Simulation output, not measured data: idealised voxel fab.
process module | voxel released beams
cross-section cut | 270 nm wide | cells 5 nm
A cross-section is a grid of square cells, given in bands from the top down. A band is one or more rows of cells.
Each band's line starts with the height of the band's top and of its bottom, in nm. Then come its materials from left to right, each with its width in nm. One material with "throughout" fills the band from edge to edge. "air" is empty space.
Height 0 is the level under which the wafer as received is all one material. The lowest band goes on downwards, as in "0 down".
A width such as "30 to 40" changes by the same amount from each row of cells to the next, from the band's top row to its bottom row.
"no change" after a step means that no cell of the cross-section changed.
closed voids: empty space of 8 cells or more with no open way to the top, each as width x height at its distance from the left edge, in nm
after a step's settings: what the simulator itself notes on the step
overlay nm, on a step with a mask: how far to the right of its planned place the mask lay; to the left if negative
plan
1 op RECEIVE | material Si
2 op CONFORMAL_DEP | material Al2O3 | thk nm 10
3 op DIRECTIONAL_DEP | material SiO2 | thk nm 15
4 op PATTERN | tone open | mask id ANCHOR | material resist | width nm 40 | thk nm 15 | overlay nm 0
5 op DIRECTIONAL_ETCH | etch materials SiO2 | depth nm 15
6 op STRIP | etch materials resist
7 op CONFORMAL_DEP | material polySi | thk nm 15
8 op PATTERN | tone cover | mask id BEAM | material resist | width nm 125 | thk nm 20 | overlay nm 0
9 op DIRECTIONAL_ETCH | etch materials polySi | depth nm 15
10 op STRIP | etch materials resist
11 op STRIP | etch materials SiO2
first wafer, as planned
as received, after step 1
  0 down: Si throughout
  closed voids: none
after step 2
  10 to 0: Al2O3 throughout
  below 0: unchanged
after step 3
  25 to 10: SiO2 throughout
  below 10: unchanged
after step 4
  40 to 25: resist 75 | air 40 | resist 155
  below 25: unchanged
after step 5
  40 to 25: resist 75 | air 40 | resist 155
  25 to 10: SiO2 75 | air 40 | SiO2 155
  below 10: unchanged
after step 6
  25 to 10: SiO2 75 | air 40 | SiO2 155
  below 10: unchanged
after step 7
  40 to 25: polySi 90 | air 10 | polySi 170
  25 to 10: SiO2 75 | polySi 40 | SiO2 155
  below 10: unchanged
after step 8
  60 to 40: air 70 | resist 125 | air 75
  40 to 25: polySi 90 | resist 10 | polySi 170
  below 25: unchanged
after step 9
  60 to 40: air 70 | resist 125 | air 75
  40 to 25: air 70 | polySi 20 | resist 10 | polySi 95 | air 75
  below 25: unchanged
after step 10
  40 to 25: air 70 | polySi 20 | air 10 | polySi 95 | air 75
  below 25: unchanged
after step 11
  40 to 25: air 70 | polySi 20 | air 10 | polySi 95 | air 75
  25 to 10: air 75 | polySi 40 | air 155
  below 10: unchanged
second wafer: like start, like plan, one mistake. Through step 3 it matches the first wafer
when step 4 should have ended
  40 to 25: air 75 | resist 40 | air 155
  below 25: unchanged
when step 5 should have ended
  40 to 25: air 75 | resist 40 | air 155
  25 to 10: air 75 | SiO2 40 | air 155
  below 10: unchanged
when step 6 should have ended
  25 to 10: air 75 | SiO2 40 | air 155
  below 10: unchanged
when step 7 should have ended
  40 to 25: air 60 | polySi 70 | air 140
  25 to 10: polySi 75 | SiO2 40 | polySi 155
  below 10: unchanged
when step 8 should have ended
  60 to 40: air 70 | resist 125 | air 75
  40 to 25: air 60 | polySi 70 | resist 65 | air 75
  below 25: unchanged
when step 9 should have ended
  60 to 40: air 70 | resist 125 | air 75
  40 to 25: air 70 | polySi 60 | resist 65 | air 75
  25 to 10: air 60 | polySi 15 | SiO2 40 | polySi 80 | air 75
  below 10: unchanged
when step 10 should have ended
  40 to 25: air 70 | polySi 60 | air 140
  below 25: unchanged
when step 11 should have ended: no change
what went wrong: step 4 ran as: op PATTERN | tone cover | mask id ANCHOR | material resist | width nm 40 | thk nm 15 | overlay nm 0
at the end the second wafer has, in cells: 24 more of SiO2
